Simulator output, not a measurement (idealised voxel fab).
process module | voxel released beams
cross-section cut | 205 nm wide | cells 5 nm
A cross-section is a grid of square cells, given in bands from the top down. A band is one or more rows of cells.
Each band's line starts with the height of the band's top and of its bottom, in nm. Then come its materials from left to right, each with its width in nm. One material with "throughout" fills the band from edge to edge. "air" is empty space.
Height 0 is the level under which the wafer as received is all one material. The lowest band goes on downwards, as in "0 down".
A width such as "30 to 40" changes by the same amount from each row of cells to the next, from the band's top row to its bottom row.
"no change" after a step means that no cell of the cross-section changed.
closed voids: empty space of 8 cells or more with no open way to the top, each as width x height at its distance from the left edge, in nm
after a step's settings: what the simulator itself notes on the step
overlay nm, on a step with a mask: how far to the right of its planned place the mask lay; to the left if negative
plan
1 op RECEIVE | material Si
2 op CONFORMAL_DEP | material Al2O3 | thk nm 10
3 op DIRECTIONAL_DEP | material SiO2 | thk nm 10
4 op DIRECTIONAL_DEP | material aC | thk nm 10
5 op PATTERN | tone open | mask id ANCHOR | material resist | width nm 35 | thk nm 25 | overlay nm 0
6 op DIRECTIONAL_ETCH | etch materials aC | depth nm 10
7 op STRIP | etch materials resist
8 op DIRECTIONAL_ETCH | etch materials SiO2 | depth nm 10
9 op STRIP | etch materials aC
10 op CONFORMAL_DEP | material polySi | thk nm 15
11 op MASKED_ETCH | tone cover | mask id BEAM | width nm 85 | etch materials polySi | depth nm 15 | overlay nm 0
12 op STRIP | etch materials SiO2
first wafer, as planned
as received, after step 1
  0 down: Si throughout
  closed voids: none
after step 2
  10 to 0: Al2O3 throughout
  below 0: unchanged
after step 3
  20 to 10: SiO2 throughout
  below 10: unchanged
after step 4
  30 to 20: aC throughout
  below 20: unchanged
after step 5
  55 to 30: resist 60 | air 35 | resist 110
  below 30: unchanged
after step 6
  45 to 30: resist 60 | air 35 | resist 110
  30 to 20: aC 60 | air 35 | aC 110
  below 20: unchanged
after step 7
  30 to 20: aC 60 | air 35 | aC 110
  below 20: unchanged
after step 8
  30 to 20: aC 60 | air 35 | aC 110
  20 to 10: SiO2 60 | air 35 | SiO2 110
  below 10: unchanged
after step 9
  20 to 10: SiO2 60 | air 35 | SiO2 110
  below 10: unchanged
after step 10
  35 to 25: polySi 75 | air 5 | polySi 125
  25 to 20: polySi throughout
  20 to 10: SiO2 60 | polySi 35 | SiO2 110
  below 10: unchanged
after step 11
  35 to 25: air 55 | polySi 20 | air 5 | polySi 60 | air 65
  25 to 20: air 55 | polySi 85 | air 65
  below 20: unchanged
after step 12
  35 to 25: air 55 | polySi 20 | air 5 | polySi 60 | air 65
  25 to 20: air 55 | polySi 85 | air 65
  20 to 10: air 60 | polySi 35 | air 110
  below 10: unchanged
second wafer: like start, like plan, one mistake. Through step 9 it matches the first wafer
when step 10 should have ended
  50 to 20: polySi throughout
  20 to 10: SiO2 60 | polySi 35 | SiO2 110
  below 10: unchanged
when step 11 should have ended
  50 to 35: air 55 | polySi 85 | air 65
  below 35: unchanged
when step 12 should have ended: no change
what went wrong: step 10 was run twice
at the end the second wafer has, in cells: 68 more of SiO2 | 125 more of polySi
